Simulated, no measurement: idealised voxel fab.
voxel fin reveal: a process module
Cross-section cut: width 180 nm, square cells of 5 nm.
Each cross-section below is a grid of square cells, stated as bands in top-down order, with one or more rows of cells making up each band.
Read a band's entry like this: the first values are the height of its top and the height of its bottom in nm, and what follows is the sequence of materials from left to right, each with its width in nm. Note that "empty" is empty space, and that a single material marked "full width" reaches across the band from edge to edge.
We count height from 0. Below that, the starting wafer is all one material. The lowest band never ends at the bottom but goes on down; see "from 0 down" for how that is written.
Width spec "30..40" -> top row of cells at first value, bottom row at second value, equal per-row change in between.
"stayed the same" after a step means that no cell of the cross-section changed.
Closed empty spaces (no open way to the top) of 8 cells or more are what "Closed void table" lists, each as width x height at distance from the left edge, nm for all three.
Note: text after step settings on the step line = simulator remark on that step.
Each step line may optionally specify "overlay nm", which for a step with a mask gives the rightward distance between the mask's planned place and where it lay, a negative value indicating the leftward direction.
LIST OF PLANNED PROCESS STEPS
1) RECEIVE [material Si]
2) CONFORMAL_DEP [material SiN] [thk nm 10]
3) DIRECTIONAL_DEP [material aC] [thk nm 10]
4) PATTERN [tone cover] [mask id FINS] [material resist] [width nm 15] [pitch nm 45] [thk nm 25] [overlay nm 0]
5) DIRECTIONAL_ETCH [etch materials aC] [depth nm 10]
6) STRIP [etch materials resist]
7) DIRECTIONAL_ETCH [etch materials SiN] [depth nm 10]
8) DIRECTIONAL_ETCH [etch materials Si] [depth nm 30]
9) STRIP [etch materials aC]
10) FILL_DEP [material SiO2] [thk nm 10]
11) CMP [height nm 10]
12) SELECTIVE_ETCH [etch materials SiO2] [depth nm 30]
13) STRIP [etch materials SiN]
14) CONFORMAL_DEP [material HfO2] [thk nm 5]
FIRST WAFER, AS PLANNED
RECEIVED-STATE CROSS-SECTION, REFLECTING COMPLETION OF STEP 1
> from 0 down: Si full width
> Closed void table: none
CROSS-SECTION THROUGH THE WAFER, STEP 2 FINISHED
> from 10 to 0: SiN full width
> Whatever lies below 0 is exactly as it was before.
CROSS-SECTION THROUGH THE WAFER, STEP 3 FINISHED
> from 20 to 10: aC full width
> Whatever lies below 10 is exactly as it was before.
CROSS-SECTION THROUGH THE WAFER, STEP 4 FINISHED
> from 45 to 20: 60 of empty / 15 of resist / 30 of empty / 15 of resist / 60 of empty
> Whatever lies below 20 is exactly as it was before.
CROSS-SECTION THROUGH THE WAFER, STEP 5 FINISHED
> from 35 to 20: 60 of empty / 15 of resist / 30 of empty / 15 of resist / 60 of empty
> from 20 to 10: 60 of empty / 15 of aC / 30 of empty / 15 of aC / 60 of empty
> Whatever lies below 10 is exactly as it was before.
CROSS-SECTION THROUGH THE WAFER, STEP 6 FINISHED
> from 20 to 10: 60 of empty / 15 of aC / 30 of empty / 15 of aC / 60 of empty
> Whatever lies below 10 is exactly as it was before.
CROSS-SECTION THROUGH THE WAFER, STEP 7 FINISHED
> from 20 to 10: 60 of empty / 15 of aC / 30 of empty / 15 of aC / 60 of empty
> from 10 to 0: 60 of empty / 15 of SiN / 30 of empty / 15 of SiN / 60 of empty
> Whatever lies below 0 is exactly as it was before.
CROSS-SECTION THROUGH THE WAFER, STEP 8 FINISHED
> from 20 to 10: 60 of empty / 15 of aC / 30 of empty / 15 of aC / 60 of empty
> from 10 to 0: 60 of empty / 15 of SiN / 30 of empty / 15 of SiN / 60 of empty
> from 0 to -30: 60 of empty / 15 of Si / 30 of empty / 15 of Si / 60 of empty
> Whatever lies below -30 is exactly as it was before.
CROSS-SECTION THROUGH THE WAFER, STEP 9 FINISHED
> from 10 to 0: 60 of empty / 15 of SiN / 30 of empty / 15 of SiN / 60 of empty
> Whatever lies below 0 is exactly as it was before.
CROSS-SECTION THROUGH THE WAFER, STEP 10 FINISHED
> from 20 to 10: SiO2 full width
> from 10 to 0: 60 of SiO2 / 15 of SiN / 30 of SiO2 / 15 of SiN / 60 of SiO2
> from 0 to -30: 60 of SiO2 / 15 of Si / 30 of SiO2 / 15 of Si / 60 of SiO2
> Whatever lies below -30 is exactly as it was before.
CROSS-SECTION THROUGH THE WAFER, STEP 11 FINISHED
> from 10 to 0: 60 of SiO2 / 15 of SiN / 30 of SiO2 / 15 of SiN / 60 of SiO2
> Whatever lies below 0 is exactly as it was before.
CROSS-SECTION THROUGH THE WAFER, STEP 12 FINISHED
> from 10 to 0: 60 of empty / 15 of SiN / 30 of empty / 15 of SiN / 60 of empty
> from 0 to -20: 60 of empty / 15 of Si / 30 of empty / 15 of Si / 60 of empty
> Whatever lies below -20 is exactly as it was before.
CROSS-SECTION THROUGH THE WAFER, STEP 13 FINISHED
> from 0 to -20: 60 of empty / 15 of Si / 30 of empty / 15 of Si / 60 of empty
> Whatever lies below -20 is exactly as it was before.
CROSS-SECTION THROUGH THE WAFER, STEP 14 FINISHED
> from 5 to 0: 55 of empty / 25 of HfO2 / 20 of empty / 25 of HfO2 / 55 of empty
> from 0 to -15: 55 of empty / 5 of HfO2 / 15 of Si / 5 of HfO2 / 20 of empty / 5 of HfO2 / 15 of Si / 5 of HfO2 / 55 of empty
> from -15 to -20: 60 of HfO2 / 15 of Si / 30 of HfO2 / 15 of Si / 60 of HfO2
> Whatever lies below -20 is exactly as it was before.
NOW THE OTHER WAFER: SAME START, SAME RECIPE, BUT WE MESSED UP ONE THING WHEN RUNNING IT. UP TO AND INCLUDING STEP 3 IT'S THE SAME AS THE FIRST ONE
CROSS-SECTION OF THE SECOND WAFER AT THE TIME BY WHICH STEP 4 SHOULD HAVE BEEN COMPLETED ACCORDING TO THE PLAN
> from 45 to 20: 60 of resist / 15 of empty / 30 of resist / 15 of empty / 60 of resist
> Whatever lies below 20 is exactly as it was before.
CROSS-SECTION OF THE SECOND WAFER AT THE TIME BY WHICH STEP 5 SHOULD HAVE BEEN COMPLETED ACCORDING TO THE PLAN
> from 35 to 20: 60 of resist / 15 of empty / 30 of resist / 15 of empty / 60 of resist
> from 20 to 10: 60 of aC / 15 of empty / 30 of aC / 15 of empty / 60 of aC
> Whatever lies below 10 is exactly as it was before.
CROSS-SECTION OF THE SECOND WAFER AT THE TIME BY WHICH STEP 6 SHOULD HAVE BEEN COMPLETED ACCORDING TO THE PLAN
> from 20 to 10: 60 of aC / 15 of empty / 30 of aC / 15 of empty / 60 of aC
> Whatever lies below 10 is exactly as it was before.
CROSS-SECTION OF THE SECOND WAFER AT THE TIME BY WHICH STEP 7 SHOULD HAVE BEEN COMPLETED ACCORDING TO THE PLAN
> from 20 to 10: 60 of aC / 15 of empty / 30 of aC / 15 of empty / 60 of aC
> from 10 to 0: 60 of SiN / 15 of empty / 30 of SiN / 15 of empty / 60 of SiN
> Whatever lies below 0 is exactly as it was before.
CROSS-SECTION OF THE SECOND WAFER AT THE TIME BY WHICH STEP 8 SHOULD HAVE BEEN COMPLETED ACCORDING TO THE PLAN
> from 20 to 10: 60 of aC / 15 of empty / 30 of aC / 15 of empty / 60 of aC
> from 10 to 0: 60 of SiN / 15 of empty / 30 of SiN / 15 of empty / 60 of SiN
> from 0 to -30: 60 of Si / 15 of empty / 30 of Si / 15 of empty / 60 of Si
> Whatever lies below -30 is exactly as it was before.
CROSS-SECTION OF THE SECOND WAFER AT THE TIME BY WHICH STEP 9 SHOULD HAVE BEEN COMPLETED ACCORDING TO THE PLAN
> from 10 to 0: 60 of SiN / 15 of empty / 30 of SiN / 15 of empty / 60 of SiN
> Whatever lies below 0 is exactly as it was before.
CROSS-SECTION OF THE SECOND WAFER AT THE TIME BY WHICH STEP 10 SHOULD HAVE BEEN COMPLETED ACCORDING TO THE PLAN
> from 20 to 10: SiO2 full width
> from 10 to 0: 60 of SiN / 15 of SiO2 / 30 of SiN / 15 of SiO2 / 60 of SiN
> from 0 to -30: 60 of Si / 15 of SiO2 / 30 of Si / 15 of SiO2 / 60 of Si
> Whatever lies below -30 is exactly as it was before.
CROSS-SECTION OF THE SECOND WAFER AT THE TIME BY WHICH STEP 11 SHOULD HAVE BEEN COMPLETED ACCORDING TO THE PLAN
> from 10 to 0: 60 of SiN / 15 of SiO2 / 30 of SiN / 15 of SiO2 / 60 of SiN
> Whatever lies below 0 is exactly as it was before.
CROSS-SECTION OF THE SECOND WAFER AT THE TIME BY WHICH STEP 12 SHOULD HAVE BEEN COMPLETED ACCORDING TO THE PLAN
> from 10 to 0: 60 of SiN / 15 of empty / 30 of SiN / 15 of empty / 60 of SiN
> from 0 to -20: 60 of Si / 15 of empty / 30 of Si / 15 of empty / 60 of Si
> Whatever lies below -20 is exactly as it was before.
CROSS-SECTION OF THE SECOND WAFER AT THE TIME BY WHICH STEP 13 SHOULD HAVE BEEN COMPLETED ACCORDING TO THE PLAN
> from 0 to -20: 60 of Si / 15 of empty / 30 of Si / 15 of empty / 60 of Si
> Whatever lies below -20 is exactly as it was before.
CROSS-SECTION OF THE SECOND WAFER AT THE TIME BY WHICH STEP 14 SHOULD HAVE BEEN COMPLETED ACCORDING TO THE PLAN
> from 5 to 0: 65 of HfO2 / 5 of empty / 40 of HfO2 / 5 of empty / 65 of HfO2
> from 0 to -15: 60 of Si / 5 of HfO2 / 5 of empty / 5 of HfO2 / 30 of Si / 5 of HfO2 / 5 of empty / 5 of HfO2 / 60 of Si
> from -15 to -20: 60 of Si / 15 of HfO2 / 30 of Si / 15 of HfO2 / 60 of Si
> Whatever lies below -20 is exactly as it was before.
Heads up, the wafer didn't run the way we planned it: step 4 ran as: PATTERN [tone open] [mask id FINS] [material resist] [width nm 15] [pitch nm 45] [thk nm 25] [overlay nm 0]
Wrapping up, a cell-based count of both wafers puts the second over or under the first for these materials: Si: 144 more; SiO2: 48 fewer
